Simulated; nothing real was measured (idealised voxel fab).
The process module that follows is named voxel tone inversion.
For reference, the cross-section in this document is cut, with width 285 nm and square cells of 5 nm.
The cross-sections in this document take the form of a grid made of square cells. They are written out as bands, in order from top to bottom. Each band consists of one or more rows of cells.
For a band, the entry starts with two heights in nm, that of the top and then that of the bottom, and carries on with the band's materials in order from left to right, each alongside its width in nm; the word "everywhere" beside a single material means it fills the band edge to edge, and "blank" means empty space.
Basically, 0 is our baseline, since under it the wafer straight out of the box is all one material. The bottom band has no lower end and keeps on going down, so it looks like "from 0 down".
A width such as "30..40" changes by the same amount from each row of cells to the next, from the band's top row to its bottom row.
No cell of the cross-section changed in a step that is given as "remained the same".
The list in "Cavities, closed" covers empty spaces of 8 cells or more that cannot reach the top through any open way, and it gives each as width x height at distance; the distance is from the left edge, and width, height and distance are in nm.
Past the settings on a step's line: simulator remark, on that step.
overlay nm: for a step with a mask, the amount by which the mask lay right of where it was planned; a negative amount means left of it.

PROCESS STEPS FORESEEN IN THE PLAN
1: op RECEIVE | material Si
2: op CONFORMAL_DEP | material SiN | thk nm 5
3: op DIRECTIONAL_DEP | material aC | thk nm 20
4: op PATTERN | tone cover | mask id POSTS | material resist | width nm 15 | pitch nm 45 | thk nm 30 | overlay nm 0
5: op DIRECTIONAL_ETCH | etch materials aC | depth nm 20
6: op STRIP | etch materials resist
7: op FILL_DEP | material lowk | thk nm 10
8: op CMP | height nm 25
9: op STRIP | etch materials aC

CROSS-SECTION OF THE WAFER AS IT CAME TO US, I.E., ALREADY THROUGH STEP 1
    from 0 down | Si everywhere
    Cavities, closed: none

THE FOLLOWING CROSS-SECTION DEPICTS THE WAFER UPON CONCLUSION OF THE MODULE. PROCESSING COMMENCED FROM THE STARTING CONDITION ILLUSTRATED ABOVE AND ADHERED TO THE PLAN ILLUSTRATED ABOVE, SAVE FOR ONE MISTAKE IN EXECUTION
    from 30 to 25 | lowk everywhere
    from 25 to 5 | 110 nm lowk, 15 nm aC, 30 nm lowk, 15 nm aC, 115 nm lowk
    from 5 to 0 | SiN everywhere
    from 0 down | Si everywhere
    Cavities, closed: none
Want to know what went wrong? step 8 off recipe, ran as op CMP | height nm 30
